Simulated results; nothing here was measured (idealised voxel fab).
process module | voxel self aligned vias
cross-section cut | 240 nm wide | cells 5 nm
A cross-section is a grid of square cells, given in bands from the top down. A band is one or more rows of cells.
Each band's line starts with the height of the band's top and of its bottom, in nm. Then come its materials from left to right, each with its width in nm. One material with "throughout" fills the band from edge to edge. "air" is empty space.
Height 0 is the level under which the wafer as received is all one material. The lowest band goes on downwards, as in "0 down".
A width such as "30 to 40" changes by the same amount from each row of cells to the next, from the band's top row to its bottom row.
"no change" after a step means that no cell of the cross-section changed.
closed voids: empty space of 8 cells or more with no open way to the top, each as width x height at its distance from the left edge, in nm
after a step's settings: what the simulator itself notes on the step
overlay nm, on a step with a mask: how far to the right of its planned place the mask lay; to the left if negative
plan
1 op RECEIVE | material Si
2 op CONFORMAL_DEP | material SiO2 | thk nm 15
3 op CONFORMAL_DEP | material SiCN | thk nm 5
4 op DIRECTIONAL_DEP | material SiO2 | thk nm 30
5 op DIRECTIONAL_DEP | material aC | thk nm 10
6 op PATTERN | tone open | mask id LINES | material resist | width nm 20 | pitch nm 50 | thk nm 30 | overlay nm 0
7 op DIRECTIONAL_ETCH | etch materials aC | depth nm 10
8 op STRIP | etch materials resist
9 op DIRECTIONAL_ETCH | etch materials SiO2 | depth nm 30
10 op STRIP | etch materials aC
11 op CONFORMAL_DEP | material TiN | thk nm 5
12 op FILL_DEP | material Ru | thk nm 5
13 op CMP | height nm 50
14 op SELECTIVE_ETCH | etch materials W Ru TiN | depth nm 5
15 op FILL_DEP | material SiN | thk nm 5
16 op CMP | height nm 50
17 op DIRECTIONAL_DEP | material SiO2 | thk nm 20
18 op PATTERN | tone open | mask id VIAS | material resist | width nm 30 | pitch nm 100 | thk nm 20 | overlay nm -15
19 op DIRECTIONAL_ETCH | etch materials SiO2 | depth nm 20
20 op DIRECTIONAL_ETCH | etch materials SiN | depth nm 5
21 op STRIP | etch materials resist
22 op CONFORMAL_DEP | material TiN | thk nm 5
23 op FILL_DEP | material Cu | thk nm 5
24 op CMP | height nm 70
25 op CONFORMAL_DEP | material SiN | thk nm 5
varied across the wafers: overlay nm of step 18. The plan shows the first wafer's value. All wafers start alike
first wafer as received, after step 1
  0 down: Si throughout
  closed voids: none
first wafer at the end, after step 25
  75 to 70: SiN throughout
  70 to 55: SiO2 40 | TiN 5 | Cu 20 | TiN 5 | SiO2 70 | TiN 5 | Cu 20 | TiN 5 | SiO2 70
  55 to 50: SiO2 40 | TiN 30 | SiO2 70 | TiN 30 | SiO2 70
  50 to 45: SiO2 60 | TiN 10 | SiN 10 | SiO2 30 | SiN 20 | SiO2 30 | TiN 10 | SiN 10 | SiO2 60
  45 to 25: SiO2 60 | TiN 5 | Ru 10 | TiN 5 | SiO2 30 | TiN 5 | Ru 10 | TiN 5 | SiO2 30 | TiN 5 | Ru 10 | TiN 5 | SiO2 60
  25 to 20: SiO2 60 | TiN 20 | SiO2 30 | TiN 20 | SiO2 30 | TiN 20 | SiO2 60
  20 to 15: SiCN throughout
  15 to 0: SiO2 throughout
  0 down: Si throughout
  closed voids: none
last wafer at the end
  75 to 70: SiN throughout
  70 to 55: SiO2 70 | TiN 5 | Cu 20 | TiN 5 | SiO2 70 | TiN 5 | Cu 20 | TiN 5 | SiO2 40
  55 to 50: SiO2 70 | TiN 30 | SiO2 70 | TiN 30 | SiO2 40
  50 to 45: SiO2 60 | SiN 10 | TiN 10 | SiO2 30 | SiN 20 | SiO2 30 | SiN 10 | TiN 10 | SiO2 60
  45 to 25: SiO2 60 | TiN 5 | Ru 10 | TiN 5 | SiO2 30 | TiN 5 | Ru 10 | TiN 5 | SiO2 30 | TiN 5 | Ru 10 | TiN 5 | SiO2 60
  25 to 20: SiO2 60 | TiN 20 | SiO2 30 | TiN 20 | SiO2 30 | TiN 20 | SiO2 60
  20 to 15: SiCN throughout
  15 to 0: SiO2 throughout
  0 down: Si throughout
  closed voids: none
each wafer at the end: cells of each material gained (+) or lost (-) since it was received, then its closed voids
overlay nm -15 | +24 Cu | +24 Ru | +48 SiCN | +56 SiN | +504 SiO2 | +64 TiN | closed voids: none
overlay nm -10 | +26 Cu | +24 Ru | +48 SiCN | +54 SiN | +504 SiO2 | +64 TiN | closed voids: none
overlay nm -5 | +28 Cu | +24 Ru | +48 SiCN | +52 SiN | +504 SiO2 | +64 TiN | closed voids: none
overlay nm 0 | +28 Cu | +24 Ru | +48 SiCN | +52 SiN | +504 SiO2 | +64 TiN | closed voids: none
overlay nm 5 | +28 Cu | +24 Ru | +48 SiCN | +52 SiN | +504 SiO2 | +64 TiN | closed voids: none
overlay nm 10 | +26 Cu | +24 Ru | +48 SiCN | +54 SiN | +504 SiO2 | +64 TiN | closed voids: none
overlay nm 15 | +24 Cu | +24 Ru | +48 SiCN | +56 SiN | +504 SiO2 | +64 TiN | closed voids: none
